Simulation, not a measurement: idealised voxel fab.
Herein follows the process module entitled voxel gate over fins.
Cross-sectional view cut (width: 180 nm; square cell size: 5 nm).
If you're reading a cross-section in this doc, picture square cells in a grid; it comes to you as bands, top ones listed first down to the bottom, and a band can be one or more rows of cells.
This entry defines a band. It first specifies the height of the band's top and the height of its bottom in nm, and then specifies the band's materials from left to right, stating each material with its width in nm. The word "throughout" identifies a single material that fills the band from edge to edge, while the word "empty" identifies empty space.
For the purposes of this specification, 0 denotes the height below which the wafer in its as-received condition is composed wholly of one material, and the lowermost band, lacking a lower limit, extends downward without end, as expressed in "0 down".
Think of "30..40" as a width that walks from the first number to the second as you go down the band, top row to bottom row, taking equal-sized steps from row to row.
For the purposes of this document, the phrase "nothing got changed" attached to a step denotes that no cell within the cross-section was modified by that step.
Look at "Enclosed cavities" for the closed voids: empty spaces with no open path to the top, sized 8 cells or up. Each is width x height at distance, distance from the left edge, all nm.
The remark found on a step's line after its settings is issued by the simulator itself and pertains to that step.
You can add "overlay nm" to a step's line. For a step with a mask, it describes how far the mask lay to the right of its planned position, and a negative number describes a lay to the left.

**Listed below are the process steps as planned**
- 1: RECEIVE,material Si
- 2: CONFORMAL_DEP,material SiN,thk nm 5
- 3: PATTERN,tone cover,mask id FINS,material resist,width nm 15,pitch nm 35,thk nm 15,overlay nm 0
- 4: DIRECTIONAL_ETCH,etch materials SiN,depth nm 5
- 5: DIRECTIONAL_ETCH,etch materials Si,depth nm 35
- 6: STRIP,etch materials resist
- 7: FILL_DEP,material SiO2,thk nm 5
- 8: CMP,height nm 5
- 9: SELECTIVE_ETCH,etch materials SiO2,depth nm 15
- 10: STRIP,etch materials SiN
- 11: CONFORMAL_DEP,material HfO2,thk nm 5
- 12: CONFORMAL_DEP,material TiN,thk nm 5
- 13: FILL_DEP,material W,thk nm 10
- 14: CMP,height nm 15
- 15: CONFORMAL_DEP,material SiN,thk nm 5

**Cross-sectional view of the wafer in its as-received condition, corresponding to the state after step 1**
- 0 down: Si throughout
- Enclosed cavities: none

**End-of-module XS, first of two wafers, run as planned**
- 20 to 15: SiN throughout
- 15 to 10: W throughout
- 10 to 5: W 35 nm | TiN 105 nm | W 40 nm
- 5 to 0: W 35 nm | TiN 5 nm | HfO2 25 nm | TiN 10 nm | HfO2 25 nm | TiN 10 nm | HfO2 25 nm | TiN 5 nm | W 40 nm
- 0 to -5: TiN 40 nm | HfO2 5 nm | Si 15 nm | HfO2 5 nm | TiN 10 nm | HfO2 5 nm | Si 15 nm | HfO2 5 nm | TiN 10 nm | HfO2 5 nm | Si 15 nm | HfO2 5 nm | TiN 45 nm
- -5 to -10: HfO2 45 nm | Si 15 nm | HfO2 20 nm | Si 15 nm | HfO2 20 nm | Si 15 nm | HfO2 50 nm
- -10 to -35: SiO2 45 nm | Si 15 nm | SiO2 20 nm | Si 15 nm | SiO2 20 nm | Si 15 nm | SiO2 50 nm
- -35 down: Si throughout
- Enclosed cavities: none

**Second wafer of the two, sectioned at the end of the module. It began like the first and followed the same plan, but one mistake was made while running it**
- 20 to 15: SiN throughout
- 15 to 5: W throughout
- 5 to 0: W 40 nm | TiN 25 nm | W 10 nm | TiN 25 nm | W 10 nm | TiN 25 nm | W 45 nm
- 0 to -5: W 40 nm | TiN 5 nm | Si 15 nm | TiN 5 nm | W 10 nm | TiN 5 nm | Si 15 nm | TiN 5 nm | W 10 nm | TiN 5 nm | Si 15 nm | TiN 5 nm | W 45 nm
- -5 to -10: TiN 45 nm | Si 15 nm | TiN 20 nm | Si 15 nm | TiN 20 nm | Si 15 nm | TiN 50 nm
- -10 to -35: SiO2 45 nm | Si 15 nm | SiO2 20 nm | Si 15 nm | SiO2 20 nm | Si 15 nm | SiO2 50 nm
- -35 down: Si throughout
- Enclosed cavities: none
Want to know what went wrong? it should be noted that step 11 of the plan was omitted and was not performed
In the final state, the cell counts of the second wafer exceed or fall short of those of the first for the following materials: 48 fewer of HfO2; 48 more of W
